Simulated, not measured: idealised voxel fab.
Process module under the name voxel local oxidation
cross-section cut | 175 nm wide | cells 5 nm
A cross-section is written here as square cells arranged in a grid, and it is given in bands from the top down, each band taking up one or more rows of cells.
Within each band entry, the heights of the top and of the bottom of the band appear first, in that order and in nm; the materials of the band then follow from left to right, each with its corresponding width in nm. The designation "all across" on a single material indicates that it fills the band from edge to edge; the designation "blank" indicates empty space.
Height datum 0, below which the as-received substrate wafer is one material. Lowest band open at the bottom, running downward: "top 0, no bottom".
Width "30->40": first value at the band's top row of cells, second value at its bottom row, equal change from row to row.
"no modifications" -> step changed no cross-section cell.
What "Enclosed void list" gives you is every empty space of 8 cells or more that is cut off from the top. Each appears as width x height at distance, with the distance taken from the left edge and width, height and distance all in nm.
Post-settings text on a step line: simulator's own remark regarding the step.
For masked steps, "overlay nm" on the step line gives how far right of plan the mask actually lay; a minus sign means it lay to the left.

Listed below are the process steps as planned
1. RECEIVE: material Si
2. OXIDIZE: depth nm 5
3. CONFORMAL_DEP: material SiN, thk nm 15
4. PATTERN: tone cover, mask id ACTIVE, material resist, width nm 85, thk nm 20, overlay nm 0
5. DIRECTIONAL_ETCH: etch materials SiN, depth nm 15
6. STRIP: etch materials resist
7. SELECTIVE_ETCH: etch materials SiO2, depth nm 5
8. OXIDIZE: depth nm 15
9. STRIP: etch materials SiN
What sets these wafers apart? The width nm at step 4. They all start alike, and the plan carries the first wafer's value.

As-received cross-section, first of several wafers, post step 1
* top 0, no bottom: Si all across
* Enclosed void list: none

Heads up, this table goes wafer by wafer. A row tells you, at the end of the module, how many cells of each material that wafer has put on (+) or dropped (-) since it was received, and then its closed voids
width nm 85; -113 Si; +93 SiO2; Enclosed void list: none
width nm 90; -110 Si; +91 SiO2; Enclosed void list: none
width nm 95; -107 Si; +89 SiO2; Enclosed void list: none
width nm 100; -104 Si; +87 SiO2; Enclosed void list: none
width nm 105; -101 Si; +85 SiO2; Enclosed void list: none
width nm 110; -98 Si; +83 SiO2; Enclosed void list: none
